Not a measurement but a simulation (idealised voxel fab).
Proc. module: voxel air gaps
cross-section cut | 175 nm wide | cells 5 nm
In what follows, cross-sections appear as grids of square cells, described through bands that run from the top down, where every band is one or more rows of cells. Each band's line starts with the height of the band's top and of its bottom, in nm. Then come its materials from left to right, each with its width in nm. One material with "everywhere" fills the band from edge to edge. "blank" is empty space. Heights from 0 (as-received wafer is one material below). Bottom band endless downward, as "0 and below". With a width like "30->40", each row of cells in the band differs from the next by the same amount, the top row carrying the first number and the bottom row the second. What does "no alterations made" mean for a step? It means no cell of the cross-section changed in that step. Heads up: "Catalogued sealed voids" only lists the empty pockets with no open path to the top that are 8 cells or more, and it writes them as width x height at distance, distance from the left edge, in nm. If you see something after the settings on a step's line, that's the simulator's own remark about that step. Regarding "overlay nm": on a step with a mask, it is the distance the mask lay to the right of its planned place; a negative value places it to the left.

Process steps - plan
1,RECEIVE, material Si
2,CONFORMAL_DEP, material SiO2, thk nm 15
3,CONFORMAL_DEP, material SiCN, thk nm 5
4,DIRECTIONAL_DEP, material lowk, thk nm 35
5,DIRECTIONAL_DEP, material aC, thk nm 15
6,PATTERN, tone open, mask id LINES, material resist, width nm 20, pitch nm 50, thk nm 35, overlay nm 0
7,DIRECTIONAL_ETCH, etch materials aC, depth nm 15
8,STRIP, etch materials resist
9,DIRECTIONAL_ETCH, etch materials lowk, depth nm 35
10,STRIP, etch materials aC
11,CONFORMAL_DEP, material TiN, thk nm 5
12,FILL_DEP, material W, thk nm 10
13,CMP, height nm 55
14,EPI, material Ru, thk nm 10
15,SELECTIVE_ETCH, etch materials lowk, depth nm 45
16,CONFORMAL_DEP, material SiCN, thk nm 5

Cross-section of the wafer as it came to us, i.e., already through step 1
  0 and below | Si everywhere
  Catalogued sealed voids: none

Starting wafer: above. Plan: above. Run: one mistake. Cross-section after the module: below
  60 down to 50 | SiCN everywhere
  50 down to 15 | lowk everywhere
  15 down to 0 | SiO2 everywhere
  0 and below | Si everywhere
  Catalogued sealed voids: none
What broke from the plan during processing? transposition of steps 3 and 4 relative to the planned sequence
